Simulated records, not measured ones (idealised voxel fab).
The process module that follows is named voxel gate over fins.
FYI the section here is cut, 245 nm wide, cells are 5 nm squares.
Cross-sections here: square-cell grids, written as top-down lists of bands, a band being one or more rows of cells. Read a band's entry like this: the first values are the height of its top and the height of its bottom in nm, and what follows is the sequence of materials from left to right, each with its width in nm. Note that "blank" is empty space, and that a single material marked "all across" reaches across the band from edge to edge. All heights in this document are referenced to 0, defined as the level beneath which the wafer, as received, consists entirely of one material. The lowest band is not bounded below; it extends indefinitely downward and is written in the form "from 0 down". The width entry "30..40" should be interpreted row by row: the top row of cells in the band takes the first number, the bottom row takes the second number, and the change between adjacent rows is uniform throughout. Take "identical to before" at face value: in the step it is given for, the cross-section changed in none of its cells. Each empty space that has no open way to the top and spans at least 8 cells appears under "Fully sealed voids" as width x height at distance, the distance counted from the left edge, all in nm. The remark found on a step's line after its settings is issued by the simulator itself and pertains to that step. overlay nm: mask right of planned place by this much (step with mask). Neg. = left.
-- List of planned process steps
step 1: RECEIVE | material Si
step 2: CONFORMAL_DEP | material SiN | thk nm 5
step 3: PATTERN | tone cover | mask id FINS | material resist | width nm 15 | pitch nm 35 | thk nm 15 | overlay nm 0
step 4: DIRECTIONAL_ETCH | etch materials SiN | depth nm 5
step 5: DIRECTIONAL_ETCH | etch materials Si | depth nm 40
step 6: STRIP | etch materials resist
step 7: FILL_DEP | material SiO2 | thk nm 10
step 8: CMP | height nm 5
step 9: SELECTIVE_ETCH | etch materials SiO2 | depth nm 15
step 10: STRIP | etch materials SiN
step 11: CONFORMAL_DEP | material HfO2 | thk nm 5
step 12: CONFORMAL_DEP | material TiN | thk nm 5
step 13: FILL_DEP | material W | thk nm 15
step 14: CMP | height nm 20
step 15: CONFORMAL_DEP | material SiCN | thk nm 5
-- Wafer at receipt (post step 1), cross-section
    from 0 down  Si all across
    Fully sealed voids: none
-- Cross-section, first of two wafers, end of module, run as planned
    from 25 to 20  SiCN all across
    from 20 to 10  W all across
    from 10 to 5  50 nm W, then 140 nm TiN, then 55 nm W
    from 5 to 0  50 nm W, then 5 nm TiN, then 25 nm HfO2, then 10 nm TiN, then 25 nm HfO2, then 10 nm TiN, then 25 nm HfO2, then 10 nm TiN, then 25 nm HfO2, then 5 nm TiN, then 55 nm W
    from 0 to -5  55 nm TiN, then 5 nm HfO2, then 15 nm Si, then 5 nm HfO2, then 10 nm TiN, then 5 nm HfO2, then 15 nm Si, then 5 nm HfO2, then 10 nm TiN, then 5 nm HfO2, then 15 nm Si, then 5 nm HfO2, then 10 nm TiN, then 5 nm HfO2, then 15 nm Si, then 5 nm HfO2, then 60 nm TiN
    from -5 to -10  60 nm HfO2, then 15 nm Si, then 20 nm HfO2, then 15 nm Si, then 20 nm HfO2, then 15 nm Si, then 20 nm HfO2, then 15 nm Si, then 65 nm HfO2
    from -10 to -40  60 nm SiO2, then 15 nm Si, then 20 nm SiO2, then 15 nm Si, then 20 nm SiO2, then 15 nm Si, then 20 nm SiO2, then 15 nm Si, then 65 nm SiO2
    from -40 down  Si all across
    Fully sealed voids: none
-- Now the second wafer, cross-sectioned at the end of the module. Nothing different at the start, nothing different in the plan compared with the first, just one mistake when it was actually run
    from 25 to 20  SiCN all across
    from 20 to 10  W all across
    from 10 to 5  50 nm W, then 140 nm TiN, then 55 nm W
    from 5 to 0  50 nm W, then 5 nm TiN, then 25 nm HfO2, then 10 nm TiN, then 25 nm HfO2, then 10 nm TiN, then 25 nm HfO2, then 10 nm TiN, then 25 nm HfO2, then 5 nm TiN, then 55 nm W
    from 0 to -5  55 nm TiN, then 5 nm HfO2, then 15 nm Si, then 5 nm HfO2, then 10 nm TiN, then 5 nm HfO2, then 15 nm Si, then 5 nm HfO2, then 10 nm TiN, then 5 nm HfO2, then 15 nm Si, then 5 nm HfO2, then 10 nm TiN, then 5 nm HfO2, then 15 nm Si, then 5 nm HfO2, then 60 nm TiN
    from -5 to -10  50 nm HfO2, then 5 nm TiN, then 5 nm HfO2, then 15 nm Si, then 5 nm HfO2, then 10 nm TiN, then 5 nm HfO2, then 15 nm Si, then 5 nm HfO2, then 10 nm TiN, then 5 nm HfO2, then 15 nm Si, then 5 nm HfO2, then 10 nm TiN, then 5 nm HfO2, then 15 nm Si, then 5 nm HfO2, then 5 nm TiN, then 55 nm HfO2
    from -10 to -15  45 nm SiO2, then 15 nm HfO2, then 15 nm Si, then 20 nm HfO2, then 15 nm Si, then 20 nm HfO2, then 15 nm Si, then 20 nm HfO2, then 15 nm Si, then 15 nm HfO2, then 50 nm SiO2
    from -15 to -40  60 nm SiO2, then 15 nm Si, then 20 nm SiO2, then 15 nm Si, then 20 nm SiO2, then 15 nm Si, then 20 nm SiO2, then 15 nm Si, then 65 nm SiO2
    from -40 down  Si all across
    Fully sealed voids: none
Error vs. plan: steps 9 and 10 were swapped
at the end the second wafer has, in cells: HfO2: 10 more | SiO2: 18 fewer | TiN: 8 more
